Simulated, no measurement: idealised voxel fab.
The name of this process module is voxel transistor to metal.
FYI the section here is cut, 215 nm wide, cells are 5 nm squares.
Bands, listed from the top down, are how a cross-section gets written in this document; the cross-section itself is a grid of square cells, and a band is one or more rows of them. Band: top height; bottom height; in nm. Then, left to right: material with width in nm, for each material. "edge to edge": a single material spanning edge to edge. "blank": empty space. Height datum 0, below which the as-received substrate wafer is one material. Lowest band open at the bottom, running downward: "0 -> down". Note: "30->40" means the width goes from the first number (top row of the band) to the second number (bottom row) in equal steps per row of cells. "nothing different" for a step: no cell of the cross-section changed in that step. Each empty space that has no open way to the top and spans at least 8 cells appears under "Closed void catalog" as width x height at distance, the distance counted from the left edge, all in nm. If you see something after the settings on a step's line, that's the simulator's own remark about that step. "overlay nm" answers the question of how far to the right of plan the mask lay on a step that has a mask, and when it is negative the answer is to the left. Pairs from here to the end. Each: cross-section before one process step, cross-section after it, the latter only as far down as the lowest band that changed. Under each: the step between, and its settings. Mind that the pairs may be taken from different runs of this module on the same starting wafer; whether a pair continues from the pair above depends on its entry headed "Before-step section", and it does only where that entry says so.

# Before-step section
  90 -> 80 | aC edge to edge
  80 -> 55 | W edge to edge
  55 -> 50 | TiN edge to edge
  50 -> 40 | W edge to edge
  40 -> 35 | TiN 65; W 10; TiN 65; W 10; TiN 65
  35 -> 20 | SiO2 60; TiN 5; W 10; TiN 5; SiO2 55; TiN 5; W 10; TiN 5; SiO2 60
  20 -> 5 | SiO2 60; TiN 5; W 10; TiN 5; SiO2 5; SiN 10; HfO2 5; TiN 5; W 5; TiN 5; HfO2 5; SiN 10; SiO2 5; TiN 5; W 10; TiN 5; SiO2 60
  5 -> 0 | SiO2 60; TiN 5; W 10; TiN 5; SiO2 5; SiN 10; HfO2 5; TiN 15; HfO2 5; SiN 10; SiO2 5; TiN 5; W 10; TiN 5; SiO2 60
  0 -> -5 | SiO2 60; TiN 20; pSi 5; SiO2 5; HfO2 35; SiO2 5; pSi 5; TiN 20; SiO2 60
  -5 -> -10 | SiO2 55; pSi 30; Si 45; pSi 30; SiO2 55
  -10 -> -30 | SiO2 55; Si 105; SiO2 55
  -30 -> down | Si edge to edge
  Closed void catalog: none

# Post-Step Snapshot
  115 -> 90 | blank 60; resist 20; blank 55; resist 20; blank 60
  Under the height 90 nothing was changed.
  Closed void catalog: none
Which operation lies between the before and after views above? PATTERN,tone cover,mask id METAL_1,material resist,width nm 20,pitch nm 75,thk nm 25,overlay nm 0

Before-step section: the wafer arrives at this step looking as the after cross-section in the pair just above shows it.

# Post-Step Snapshot
  105 -> 90 | blank 60; resist 20; blank 55; resist 20; blank 60
  90 -> 80 | blank 60; aC 20; blank 55; aC 20; blank 60
  Under the height 80 nothing was changed.
  Closed void catalog: none
Which operation lies between the before and after views above? DIRECTIONAL_ETCH,etch materials aC,depth nm 10

Before-step section: the wafer arrives at this step looking as the after cross-section in the pair just above shows it.

# Post-Step Snapshot
  90 -> 80 | blank 60; aC 20; blank 55; aC 20; blank 60
  Under the height 80 nothing was changed.
  Closed void catalog: none
Which operation lies between the before and after views above? STRIP,etch materials resist

Before-step section: the wafer arrives at this step looking as the after cross-section in the pair just above shows it.

# Post-Step Snapshot
  90 -> 80 | blank 60; aC 20; blank 55; aC 20; blank 60
  80 -> 55 | blank 60; W 20; blank 55; W 20; blank 60
  Under the height 55 nothing was changed.
  Closed void catalog: none
Which operation lies between the before and after views above? DIRECTIONAL_ETCH,etch materials W,depth nm 25

Before-step section: the wafer arrives at this step looking as the after cross-section in the pair just above shows it.

# Post-Step Snapshot
  90 -> 80 | blank 60; aC 20; blank 55; aC 20; blank 60
  80 -> 55 | blank 60; W 20; blank 55; W 20; blank 60
  55 -> 50 | blank 60; TiN 20; blank 55; TiN 20; blank 60
  Under the height 50 nothing was changed.
  Closed void catalog: none
Which operation lies between the before and after views above? DIRECTIONAL_ETCH,etch materials TiN,depth nm 5

Before-step section: the wafer arrives at this step looking as the after cross-section in the pair just above shows it.

# Post-Step Snapshot
  80 -> 55 | blank 60; W 20; blank 55; W 20; blank 60
  Under the height 55 nothing was changed.
  Closed void catalog: none
Which operation lies between the before and after views above? STRIP,etch materials aC

Before-step section: the wafer arrives at this step looking as the after cross-section in the pair just above shows it.

# Post-Step Snapshot
  90 -> 80 | SiO2 edge to edge
  80 -> 55 | SiO2 60; W 20; SiO2 55; W 20; SiO2 60
  55 -> 50 | SiO2 60; TiN 20; SiO2 55; TiN 20; SiO2 60
  Under the height 50 nothing was changed.
  Closed void catalog: none
Which operation lies between the before and after views above? FILL_DEP,material SiO2,thk nm 10

Before-step section: the wafer arrives at this step looking as the after cross-section in the pair just above shows it.

# Post-Step Snapshot
  65 -> 55 | SiO2 60; W 20; SiO2 55; W 20; SiO2 60
  Under the height 55 nothing was changed.
  Closed void catalog: none
Which operation lies between the before and after views above? CMP,height nm 65

Before-step section: the wafer arrives at this step looking as the after cross-section in the pair just above shows it.

# Post-Step Snapshot
  70 -> 65 | SiCN edge to edge
  Under the height 65 nothing was changed.
  Closed void catalog: none
Which operation lies between the before and after views above? CONFORMAL_DEP,material SiCN,thk nm 5

Before-step section: the wafer arrives at this step looking as the after cross-section in the pair just above shows it.

# Post-Step Snapshot
  105 -> 70 | SiO2 edge to edge
  Under the height 70 nothing was changed.
  Closed void catalog: none
Which operation lies between the before and after views above? DIRECTIONAL_DEP,material SiO2,thk nm 35

Before-step section: the wafer arrives at this step looking as the after cross-section in the pair just above shows it.

# Post-Step Snapshot
  105 -> 85 | SiO2 60; blank 20; SiO2 55; blank 20; SiO2 60
  Under the height 85 nothing was changed.
  Closed void catalog: none
Which operation lies between the before and after views above? MASKED_ETCH,tone open,mask id METAL_2,width nm 20,pitch nm 75,etch materials SiO2,depth nm 20,overlay nm 0

Before-step section: the wafer arrives at this step looking as the after cross-section in the pair just above shows it.

# Post-Step Snapshot
  125 -> 105 | resist 60; blank 15; resist 60; blank 15; resist 65
  105 -> 85 | SiO2 60; blank 15; resist 5; SiO2 55; blank 15; resist 5; SiO2 60
  Under the height 85 nothing was changed.
  Closed void catalog: none
Which operation lies between the before and after views above? PATTERN,tone open,mask id METAL_2_HOLES,material resist,width nm 15,pitch nm 75,thk nm 20,overlay nm 0

Before-step section: the wafer arrives at this step looking as the after cross-section in the pair just above shows it.

# Post-Step Snapshot
  125 -> 105 | resist 60; blank 15; resist 60; blank 15; resist 65
  105 -> 85 | SiO2 60; blank 15; resist 5; SiO2 55; blank 15; resist 5; SiO2 60
  85 -> 70 | SiO2 60; blank 15; SiO2 60; blank 15; SiO2 65
  Under the height 70 nothing was changed.
  Closed void catalog: none
Which operation lies between the before and after views above? DIRECTIONAL_ETCH,etch materials SiO2,depth nm 15

Before-step section: the wafer arrives at this step looking as the after cross-section in the pair just above shows it.

# Post-Step Snapshot
  125 -> 105 | resist 60; blank 15; resist 60; blank 15; resist 65
  105 -> 85 | SiO2 60; blank 15; resist 5; SiO2 55; blank 15; resist 5; SiO2 60
  85 -> 70 | SiO2 60; blank 15; SiO2 60; blank 15; SiO2 65
  70 -> 65 | SiCN 60; blank 15; SiCN 60; blank 15; SiCN 65
  Under the height 65 nothing was changed.
  Closed void catalog: none
Which operation lies between the before and after views above? DIRECTIONAL_ETCH,etch materials SiCN,depth nm 5

Before-step section: the wafer arrives at this step looking as the after cross-section in the pair just above shows it.

# Post-Step Snapshot
  105 -> 85 | SiO2 60; blank 20; SiO2 55; blank 20; SiO2 60
  Under the height 85 nothing was changed.
  Closed void catalog: none
Which operation lies between the before and after views above? STRIP,etch materials resist

Before-step section: the wafer arrives at this step looking as the after cross-section in the pair just above shows it.

# Post-Step Snapshot
  110 -> 105 | TiN 65; blank 10; TiN 65; blank 10; TiN 65
  105 -> 90 | SiO2 60; TiN 5; blank 10; TiN 5; SiO2 55; TiN 5; blank 10; TiN 5; SiO2 60
  90 -> 85 | SiO2 60; TiN 5; blank 5; TiN 10; SiO2 55; TiN 5; blank 5; TiN 10; SiO2 60
  85 -> 70 | SiO2 60; TiN 5; blank 5; TiN 5; SiO2 60; TiN 5; blank 5; TiN 5; SiO2 65
  70 -> 65 | SiCN 60; TiN 15; SiCN 60; TiN 15; SiCN 65
  Under the height 65 nothing was changed.
  Closed void catalog: none
Which operation lies between the before and after views above? CONFORMAL_DEP,material TiN,thk nm 5

Before-step section: the wafer arrives at this step looking as the after cross-section in the pair just above shows it.

# Post-Step Snapshot
  115 -> 110 | Ru edge to edge
  110 -> 105 | TiN 65; Ru 10; TiN 65; Ru 10; TiN 65
  105 -> 90 | SiO2 60; TiN 5; Ru 10; TiN 5; SiO2 55; TiN 5; Ru 10; TiN 5; SiO2 60
  90 -> 85 | SiO2 60; TiN 5; Ru 5; TiN 10; SiO2 55; TiN 5; Ru 5; TiN 10; SiO2 60
  85 -> 70 | SiO2 60; TiN 5; Ru 5; TiN 5; SiO2 60; TiN 5; Ru 5; TiN 5; SiO2 65
  Under the height 70 nothing was changed.
  Closed void catalog: none
Which operation lies between the before and after views above? FILL_DEP,material Ru,thk nm 5

Before-step section: the wafer arrives at this step looking as the after cross-section in the pair just above shows it.

# Post-Step Snapshot
  105 -> 90 | SiO2 60; TiN 5; Ru 10; TiN 5; SiO2 55; TiN 5; Ru 10; TiN 5; SiO2 60
  Under the height 90 nothing was changed.
  Closed void catalog: none
Which operation lies between the before and after views above? CMP,height nm 105

Before-step section: the wafer arrives at this step looking as the after cross-section in the pair just above shows it.

# Post-Step Snapshot
  110 -> 105 | SiN edge to edge
  Under the height 105 nothing was changed.
  Closed void catalog: none
Which operation lies between the before and after views above? CONFORMAL_DEP,material SiN,thk nm 5

# Before-step section
  105 -> 85 | SiO2 60; blank 20; SiO2 55; blank 20; SiO2 60
  85 -> 70 | SiO2 edge to edge
  70 -> 65 | SiCN edge to edge
  65 -> 40 | SiO2 60; W 20; SiO2 55; W 20; SiO2 60
  40 -> 35 | SiO2 60; TiN 20; SiO2 55; TiN 20; SiO2 60
  35 -> 20 | SiO2 60; TiN 5; W 10; TiN 5; SiO2 55; TiN 5; W 10; TiN 5; SiO2 60
  20 -> 5 | SiO2 60; TiN 5; W 10; TiN 5; SiO2 5; SiN 10; HfO2 5; TiN 5; W 5; TiN 5; HfO2 5; SiN 10; SiO2 5; TiN 5; W 10; TiN 5; SiO2 60
  5 -> 0 | SiO2 60; TiN 5; W 10; TiN 5; SiO2 5; SiN 10; HfO2 5; TiN 15; HfO2 5; SiN 10; SiO2 5; TiN 5; W 10; TiN 5; SiO2 60
  0 -> -5 | SiO2 60; TiN 20; pSi 5; SiO2 5; HfO2 35; SiO2 5; pSi 5; TiN 20; SiO2 60
  -5 -> -10 | SiO2 55; pSi 30; Si 45; pSi 30; SiO2 55
  -10 -> -30 | SiO2 55; Si 105; SiO2 55
  -30 -> down | Si edge to edge
  Closed void catalog: none

# Post-Step Snapshot
  105 -> 70 | SiO2 60; blank 20; SiO2 55; blank 20; SiO2 60
  Under the height 70 nothing was changed.
  Closed void catalog: none
Which operation lies between the before and after views above? MASKED_ETCH,tone open,mask id METAL_2,width nm 20,pitch nm 75,etch materials SiO2,depth nm 20,overlay nm 0

Before-step section: the wafer arrives at this step looking as the after cross-section in the pair just above shows it.

# Post-Step Snapshot
  125 -> 105 | resist 60; blank 15; resist 60; blank 15; resist 65
  105 -> 70 | SiO2 60; blank 15; resist 5; SiO2 55; blank 15; resist 5; SiO2 60
  Under the height 70 nothing was changed.
  Closed void catalog: none
Which operation lies between the before and after views above? PATTERN,tone open,mask id METAL_2_HOLES,material resist,width nm 15,pitch nm 75,thk nm 20,overlay nm 0

Before-step section: the wafer arrives at this step looking as the after cross-section in the pair just above shows it.

# Post-Step Snapshot
  125 -> 105 | resist 60; blank 15; resist 60; blank 15; resist 65
  105 -> 70 | SiO2 60; blank 15; resist 5; SiO2 55; blank 15; resist 5; SiO2 60
  70 -> 65 | SiCN 60; blank 15; SiCN 60; blank 15; SiCN 65
  Under the height 65 nothing was changed.
  Closed void catalog: none
Which operation lies between the before and after views above? DIRECTIONAL_ETCH,etch materials SiCN,depth nm 5

Before-step section: the wafer arrives at this step looking as the after cross-section in the pair just above shows it.

# Post-Step Snapshot
  105 -> 70 | SiO2 60; blank 20; SiO2 55; blank 20; SiO2 60
  Under the height 70 nothing was changed.
  Closed void catalog: none
Which operation lies between the before and after views above? STRIP,etch materials resist

Before-step section: the wafer arrives at this step looking as the after cross-section in the pair just above shows it.

# Post-Step Snapshot
  110 -> 105 | TiN 65; blank 10; TiN 65; blank 10; TiN 65
  105 -> 75 | SiO2 60; TiN 5; blank 10; TiN 5; SiO2 55; TiN 5; blank 10; TiN 5; SiO2 60
  75 -> 70 | SiO2 60; TiN 5; blank 5; TiN 10; SiO2 55; TiN 5; blank 5; TiN 10; SiO2 60
  70 -> 65 | SiCN 60; TiN 15; SiCN 60; TiN 15; SiCN 65
  Under the height 65 nothing was changed.
  Closed void catalog: none
Which operation lies between the before and after views above? CONFORMAL_DEP,material TiN,thk nm 5

Before-step section: the wafer arrives at this step looking as the after cross-section in the pair just above shows it.

# Post-Step Snapshot
  115 -> 110 | Ru edge to edge
  110 -> 105 | TiN 65; Ru 10; TiN 65; Ru 10; TiN 65
  105 -> 75 | SiO2 60; TiN 5; Ru 10; TiN 5; SiO2 55; TiN 5; Ru 10; TiN 5; SiO2 60
  75 -> 70 | SiO2 60; TiN 5; Ru 5; TiN 10; SiO2 55; TiN 5; Ru 5; TiN 10; SiO2 60
  Under the height 70 nothing was changed.
  Closed void catalog: none
Which operation lies between the before and after views above? FILL_DEP,material Ru,thk nm 5

Before-step section: the wafer arrives at this step looking as the after cross-section in the pair just above shows it.

# Post-Step Snapshot
  105 -> 75 | SiO2 60; TiN 5; Ru 10; TiN 5; SiO2 55; TiN 5; Ru 10; TiN 5; SiO2 60
  Under the height 75 nothing was changed.
  Closed void catalog: none
Which operation lies between the before and after views above? CMP,height nm 105

Before-step section: the wafer arrives at this step looking as the after cross-section in the pair just above shows it.

# Post-Step Snapshot
  110 -> 105 | SiN edge to edge
  Under the height 105 nothing was changed.
  Closed void catalog: none
Which operation lies between the before and after views above? CONFORMAL_DEP,material SiN,thk nm 5

# Before-step section
  25 -> 20 | blank 85; SiN 10; blank 25; SiN 10; blank 85
  20 -> 0 | SiO2 85; SiN 10; blank 25; SiN 10; SiO2 85
  0 -> -5 | SiO2 80; pSi 5; SiO2 5; blank 35; SiO2 5; pSi 5; SiO2 80
  -5 -> -10 | SiO2 55; pSi 30; Si 45; pSi 30; SiO2 55
  -10 -> -30 | SiO2 55; Si 105; SiO2 55
  -30 -> down | Si edge to edge
  Closed void catalog: none

# Post-Step Snapshot
  30 -> 25 | blank 80; TiN 20; blank 15; TiN 20; blank 80
  25 -> 20 | TiN 85; SiN 10; TiN 5; blank 15; TiN 5; SiN 10; TiN 85
  20 -> 0 | SiO2 85; SiN 10; TiN 5; blank 15; TiN 5; SiN 10; SiO2 85
  0 -> -5 | SiO2 80; pSi 5; SiO2 5; TiN 35; SiO2 5; pSi 5; SiO2 80
  Under the height -5 nothing was changed.
  Closed void catalog: none
Which operation lies between the before and after views above? CONFORMAL_DEP,material TiN,thk nm 5

Before-step section: the wafer arrives at this step looking as the after cross-section in the pair just above shows it.

# Post-Step Snapshot
  35 -> 30 | blank 75; HfO2 30; blank 5; HfO2 30; blank 75
  30 -> 25 | HfO2 80; TiN 20; HfO2 5; blank 5; HfO2 5; TiN 20; HfO2 80
  25 -> 20 | TiN 85; SiN 10; TiN 5; HfO2 5; blank 5; HfO2 5; TiN 5; SiN 10; TiN 85
  20 -> 5 | SiO2 85; SiN 10; TiN 5; HfO2 5; blank 5; HfO2 5; TiN 5; SiN 10; SiO2 85
  5 -> 0 | SiO2 85; SiN 10; TiN 5; HfO2 15; TiN 5; SiN 10; SiO2 85
  Under the height 0 nothing was changed.
  Closed void catalog: none
Which operation lies between the before and after views above? CONFORMAL_DEP,material HfO2,thk nm 5

Before-step section: the wafer arrives at this step looking as the after cross-section in the pair just above shows it.

# Post-Step Snapshot
  45 -> 35 | W edge to edge
  35 -> 30 | W 75; HfO2 30; W 5; HfO2 30; W 75
  30 -> 25 | HfO2 80; TiN 20; HfO2 5; W 5; HfO2 5; TiN 20; HfO2 80
  25 -> 20 | TiN 85; SiN 10; TiN 5; HfO2 5; W 5; HfO2 5; TiN 5; SiN 10; TiN 85
  20 -> 5 | SiO2 85; SiN 10; TiN 5; HfO2 5; W 5; HfO2 5; TiN 5; SiN 10; SiO2 85
  Under the height 5 nothing was changed.
  Closed void catalog: none
Which operation lies between the before and after views above? FILL_DEP,material W,thk nm 10

Before-step section: the wafer arrives at this step looking as the after cross-section in the pair just above shows it.

# Post-Step Snapshot
  20 -> 5 | SiO2 85; SiN 10; TiN 5; HfO2 5; W 5; HfO2 5; TiN 5; SiN 10; SiO2 85
  Under the height 5 nothing was changed.
  Closed void catalog: none
Which operation lies between the before and after views above? CMP,height nm 20

Before-step section: the wafer arrives at this step looking as the after cross-section in the pair just above shows it.

# Post-Step Snapshot
  35 -> 20 | SiO2 edge to edge
  Under the height 20 nothing was changed.
  Closed void catalog: none
Which operation lies between the before and after views above? DIRECTIONAL_DEP,material SiO2,thk nm 15

Before-step section: the wafer arrives at this step looking as the after cross-section in the pair just above shows it.

# Post-Step Snapshot
  50 -> 35 | aC edge to edge
  Under the height 35 nothing was changed.
  Closed void catalog: none
Which operation lies between the before and after views above? DIRECTIONAL_DEP,material aC,thk nm 15

Before-step section: the wafer arrives at this step looking as the after cross-section in the pair just above shows it.

# Post-Step Snapshot
  85 -> 50 | resist 60; blank 20; resist 55; blank 20; resist 60
  Under the height 50 nothing was changed.
  Closed void catalog: none
Which operation lies between the before and after views above? PATTERN,tone open,mask id CONTACT,material resist,width nm 20,pitch nm 75,thk nm 35,overlay nm 0

Before-step section: the wafer arrives at this step looking as the after cross-section in the pair just above shows it.

# Post-Step Snapshot
  70 -> 50 | resist 60; blank 20; resist 55; blank 20; resist 60
  50 -> 35 | aC 60; blank 20; aC 55; blank 20; aC 60
  Under the height 35 nothing was changed.
  Closed void catalog: none
Which operation lies between the before and after views above? DIRECTIONAL_ETCH,etch materials aC,depth nm 15

Before-step section: the wafer arrives at this step looking as the after cross-section in the pair just above shows it.

# Post-Step Snapshot
  50 -> 35 | aC 60; blank 20; aC 55; blank 20; aC 60
  Under the height 35 nothing was changed.
  Closed void catalog: none
Which operation lies between the before and after views above? STRIP,etch materials resist

Before-step section: the wafer arrives at this step looking as the after cross-section in the pair just above shows it.

# Post-Step Snapshot
  50 -> 35 | aC 60; blank 20; aC 55; blank 20; aC 60
  35 -> 20 | SiO2 60; blank 20; SiO2 55; blank 20; SiO2 60
  20 -> 5 | SiO2 60; blank 20; SiO2 5; SiN 10; TiN 5; HfO2 5; W 5; HfO2 5; TiN 5; SiN 10; SiO2 5; blank 20; SiO2 60
  5 -> 0 | SiO2 60; blank 20; SiO2 5; SiN 10; TiN 5; HfO2 15; TiN 5; SiN 10; SiO2 5; blank 20; SiO2 60
  0 -> -5 | SiO2 60; blank 20; pSi 5; SiO2 5; TiN 35; SiO2 5; pSi 5; blank 20; SiO2 60
  Under the height -5 nothing was changed.
  Closed void catalog: none
Which operation lies between the before and after views above? DIRECTIONAL_ETCH,etch materials SiO2,depth nm 40

Before-step section: the wafer arrives at this step looking as the after cross-section in the pair just above shows it.

# Post-Step Snapshot
  35 -> 20 | SiO2 60; blank 20; SiO2 55; blank 20; SiO2 60
  Under the height 20 nothing was changed.
  Closed void catalog: none
Which operation lies between the before and after views above? STRIP,etch materials aC

Before-step section: the wafer arrives at this step looking as the after cross-section in the pair just above shows it.

# Post-Step Snapshot
  40 -> 35 | TiN 65; blank 10; TiN 65; blank 10; TiN 65
  35 -> 20 | SiO2 60; TiN 5; blank 10; TiN 5; SiO2 55; TiN 5; blank 10; TiN 5; SiO2 60
  20 -> 5 | SiO2 60; TiN 5; blank 10; TiN 5; SiO2 5; SiN 10; TiN 5; HfO2 5; W 5; HfO2 5; TiN 5; SiN 10; SiO2 5; TiN 5; blank 10; TiN 5; SiO2 60
  5 -> 0 | SiO2 60; TiN 5; blank 10; TiN 5; SiO2 5; SiN 10; TiN 5; HfO2 15; TiN 5; SiN 10; SiO2 5; TiN 5; blank 10; TiN 5; SiO2 60
  0 -> -5 | SiO2 60; TiN 20; pSi 5; SiO2 5; TiN 35; SiO2 5; pSi 5; TiN 20; SiO2 60
  Under the height -5 nothing was changed.
  Closed void catalog: none
Which operation lies between the before and after views above? CONFORMAL_DEP,material TiN,thk nm 5

Before-step section: the wafer arrives at this step looking as the after cross-section in the pair just above shows it.

# Post-Step Snapshot
  50 -> 40 | W edge to edge
  40 -> 35 | TiN 65; W 10; TiN 65; W 10; TiN 65
  35 -> 20 | SiO2 60; TiN 5; W 10; TiN 5; SiO2 55; TiN 5; W 10; TiN 5; SiO2 60
  20 -> 5 | SiO2 60; TiN 5; W 10; TiN 5; SiO2 5; SiN 10; TiN 5; HfO2 5; W 5; HfO2 5; TiN 5; SiN 10; SiO2 5; TiN 5; W 10; TiN 5; SiO2 60
  5 -> 0 | SiO2 60; TiN 5; W 10; TiN 5; SiO2 5; SiN 10; TiN 5; HfO2 15; TiN 5; SiN 10; SiO2 5; TiN 5; W 10; TiN 5; SiO2 60
  Under the height 0 nothing was changed.
  Closed void catalog: none
Which operation lies between the before and after views above? FILL_DEP,material W,thk nm 10

Before-step section: the wafer arrives at this step looking as the after cross-section in the pair just above shows it.

# Post-Step Snapshot
  35 -> 20 | SiO2 60; TiN 5; W 10; TiN 5; SiO2 55; TiN 5; W 10; TiN 5; SiO2 60
  Under the height 20 nothing was changed.
  Closed void catalog: none
Which operation lies between the before and after views above? CMP,height nm 35

Before-step section: the wafer arrives at this step looking as the after cross-section in the pair just above shows it.

# Post-Step Snapshot
  40 -> 35 | TiN edge to edge
  Under the height 35 nothing was changed.
  Closed void catalog: none
Which operation lies between the before and after views above? DIRECTIONAL_DEP,material TiN,thk nm 5

Before-step section: the wafer arrives at this step looking as the after cross-section in the pair just above shows it.

# Post-Step Snapshot
  65 -> 40 | W edge to edge
  Under the height 40 nothing was changed.
  Closed void catalog: none
Which operation lies between the before and after views above? DIRECTIONAL_DEP,material W,thk nm 25

Before-step section: the wafer arrives at this step looking as the after cross-section in the pair just above shows it.

# Post-Step Snapshot
  75 -> 65 | aC edge to edge
  Under the height 65 nothing was changed.
  Closed void catalog: none
Which operation lies between the before and after views above? DIRECTIONAL_DEP,material aC,thk nm 10

Before-step section: the wafer arrives at this step looking as the after cross-section in the pair just above shows it.

# Post-Step Snapshot
  100 -> 75 | blank 60; resist 20; blank 55; resist 20; blank 60
  Under the height 75 nothing was changed.
  Closed void catalog: none
Which operation lies between the before and after views above? PATTERN,tone cover,mask id METAL_1,material resist,width nm 20,pitch nm 75,thk nm 25,overlay nm 0

Before-step section: the wafer arrives at this step looking as the after cross-section in the pair just above shows it.

# Post-Step Snapshot
  90 -> 75 | blank 60; resist 20; blank 55; resist 20; blank 60
  75 -> 65 | blank 60; aC 20; blank 55; aC 20; blank 60
  Under the height 65 nothing was changed.
  Closed void catalog: none
Which operation lies between the before and after views above? DIRECTIONAL_ETCH,etch materials aC,depth nm 10

Before-step section: the wafer arrives at this step looking as the after cross-section in the pair just above shows it.

# Post-Step Snapshot
  75 -> 65 | blank 60; aC 20; blank 55; aC 20; blank 60
  Under the height 65 nothing was changed.
  Closed void catalog: none
Which operation lies between the before and after views above? STRIP,etch materials resist

Before-step section: the wafer arrives at this step looking as the after cross-section in the pair just above shows it.

# Post-Step Snapshot
  75 -> 65 | blank 60; aC 20; blank 55; aC 20; blank 60
  65 -> 40 | blank 60; W 20; blank 55; W 20; blank 60
  Under the height 40 nothing was changed.
  Closed void catalog: none
Which operation lies between the before and after views above? DIRECTIONAL_ETCH,etch materials W,depth nm 25

Before-step section: the wafer arrives at this step looking as the after cross-section in the pair just above shows it.

# Post-Step Snapshot
  75 -> 65 | blank 60; aC 20; blank 55; aC 20; blank 60
  65 -> 40 | blank 60; W 20; blank 55; W 20; blank 60
  40 -> 35 | blank 60; TiN 20; blank 55; TiN 20; blank 60
  Under the height 35 nothing was changed.
  Closed void catalog: none
Which operation lies between the before and after views above? DIRECTIONAL_ETCH,etch materials TiN,depth nm 5

Before-step section: the wafer arrives at this step looking as the after cross-section in the pair just above shows it.

# Post-Step Snapshot
  65 -> 40 | blank 60; W 20; blank 55; W 20; blank 60
  Under the height 40 nothing was changed.
  Closed void catalog: none
Which operation lies between the before and after views above? STRIP,etch materials aC

Before-step section: the wafer arrives at this step looking as the after cross-section in the pair just above shows it.

# Post-Step Snapshot
  75 -> 65 | SiO2 edge to edge
  65 -> 40 | SiO2 60; W 20; SiO2 55; W 20; SiO2 60
  40 -> 35 | SiO2 60; TiN 20; SiO2 55; TiN 20; SiO2 60
  Under the height 35 nothing was changed.
  Closed void catalog: none
Which operation lies between the before and after views above? FILL_DEP,material SiO2,thk nm 10

Before-step section: the wafer arrives at this step looking as the after cross-section in the pair just above shows it.

# Post-Step Snapshot
  65 -> 40 | SiO2 60; W 20; SiO2 55; W 20; SiO2 60
  Under the height 40 nothing was changed.
  Closed void catalog: none
Which operation lies between the before and after views above? CMP,height nm 65

Before-step section: the wafer arrives at this step looking as the after cross-section in the pair just above shows it.

# Post-Step Snapshot
  70 -> 65 | SiCN edge to edge
  Under the height 65 nothing was changed.
  Closed void catalog: none
Which operation lies between the before and after views above? CONFORMAL_DEP,material SiCN,thk nm 5

Before-step section: the wafer arrives at this step looking as the after cross-section in the pair just above shows it.

# Post-Step Snapshot
  105 -> 70 | SiO2 edge to edge
  Under the height 70 nothing was changed.
  Closed void catalog: none
Which operation lies between the before and after views above? DIRECTIONAL_DEP,material SiO2,thk nm 35

Before-step section: the wafer arrives at this step looking as the after cross-section in the pair just above shows it.

# Post-Step Snapshot
  105 -> 85 | SiO2 60; blank 20; SiO2 55; blank 20; SiO2 60
  Under the height 85 nothing was changed.
  Closed void catalog: none
Which operation lies between the before and after views above? MASKED_ETCH,tone open,mask id METAL_2,width nm 20,pitch nm 75,etch materials SiO2,depth nm 20,overlay nm 0

Before-step section: the wafer arrives at this step looking as the after cross-section in the pair just above shows it.

# Post-Step Snapshot
  125 -> 105 | resist 60; blank 15; resist 60; blank 15; resist 65
  105 -> 85 | SiO2 60; blank 15; resist 5; SiO2 55; blank 15; resist 5; SiO2 60
  Under the height 85 nothing was changed.
  Closed void catalog: none
Which operation lies between the before and after views above? PATTERN,tone open,mask id METAL_2_HOLES,material resist,width nm 15,pitch nm 75,thk nm 20,overlay nm 0

Before-step section: the wafer arrives at this step looking as the after cross-section in the pair just above shows it.

# Post-Step Snapshot
  125 -> 105 | resist 60; blank 15; resist 60; blank 15; resist 65
  105 -> 85 | SiO2 60; blank 15; resist 5; SiO2 55; blank 15; resist 5; SiO2 60
  85 -> 70 | SiO2 60; blank 15; SiO2 60; blank 15; SiO2 65
  Under the height 70 nothing was changed.
  Closed void catalog: none
Which operation lies between the before and after views above? DIRECTIONAL_ETCH,etch materials SiO2,depth nm 15

Before-step section: the wafer arrives at this step looking as the after cross-section in the pair just above shows it.

# Post-Step Snapshot
  125 -> 105 | resist 60; blank 15; resist 60; blank 15; resist 65
  105 -> 85 | SiO2 60; blank 15; resist 5; SiO2 55; blank 15; resist 5; SiO2 60
  85 -> 70 | SiO2 60; blank 15; SiO2 60; blank 15; SiO2 65
  70 -> 65 | SiCN 60; blank 15; SiCN 60; blank 15; SiCN 65
  Under the height 65 nothing was changed.
  Closed void catalog: none
Which operation lies between the before and after views above? DIRECTIONAL_ETCH,etch materials SiCN,depth nm 5

Before-step section: the wafer arrives at this step looking as the after cross-section in the pair just above shows it.

# Post-Step Snapshot
  105 -> 85 | SiO2 60; blank 20; SiO2 55; blank 20; SiO2 60
  Under the height 85 nothing was changed.
  Closed void catalog: none
Which operation lies between the before and after views above? STRIP,etch materials resist

Before-step section: the wafer arrives at this step looking as the after cross-section in the pair just above shows it.

# Post-Step Snapshot
  110 -> 105 | TiN 65; blank 10; TiN 65; blank 10; TiN 65
  105 -> 90 | SiO2 60; TiN 5; blank 10; TiN 5; SiO2 55; TiN 5; blank 10; TiN 5; SiO2 60
  90 -> 85 | SiO2 60; TiN 5; blank 5; TiN 10; SiO2 55; TiN 5; blank 5; TiN 10; SiO2 60
  85 -> 70 | SiO2 60; TiN 5; blank 5; TiN 5; SiO2 60; TiN 5; blank 5; TiN 5; SiO2 65
  70 -> 65 | SiCN 60; TiN 15; SiCN 60; TiN 15; SiCN 65
  Under the height 65 nothing was changed.
  Closed void catalog: none
Which operation lies between the before and after views above? CONFORMAL_DEP,material TiN,thk nm 5

Before-step section: the wafer arrives at this step looking as the after cross-section in the pair just above shows it.

# Post-Step Snapshot
  115 -> 110 | Ru edge to edge
  110 -> 105 | TiN 65; Ru 10; TiN 65; Ru 10; TiN 65
  105 -> 90 | SiO2 60; TiN 5; Ru 10; TiN 5; SiO2 55; TiN 5; Ru 10; TiN 5; SiO2 60
  90 -> 85 | SiO2 60; TiN 5; Ru 5; TiN 10; SiO2 55; TiN 5; Ru 5; TiN 10; SiO2 60
  85 -> 70 | SiO2 60; TiN 5; Ru 5; TiN 5; SiO2 60; TiN 5; Ru 5; TiN 5; SiO2 65
  Under the height 70 nothing was changed.
  Closed void catalog: none
Which operation lies between the before and after views above? FILL_DEP,material Ru,thk nm 5

Before-step section: the wafer arrives at this step looking as the after cross-section in the pair just above shows it.

# Post-Step Snapshot
  105 -> 90 | SiO2 60; TiN 5; Ru 10; TiN 5; SiO2 55; TiN 5; Ru 10; TiN 5; SiO2 60
  Under the height 90 nothing was changed.
  Closed void catalog: none
Which operation lies between the before and after views above? CMP,height nm 105

Before-step section: the wafer arrives at this step looking as the after cross-section in the pair just above shows it.

# Post-Step Snapshot
  110 -> 105 | SiN edge to edge
  Under the height 105 nothing was changed.
  Closed void catalog: none
Which operation lies between the before and after views above? CONFORMAL_DEP,material SiN,thk nm 5
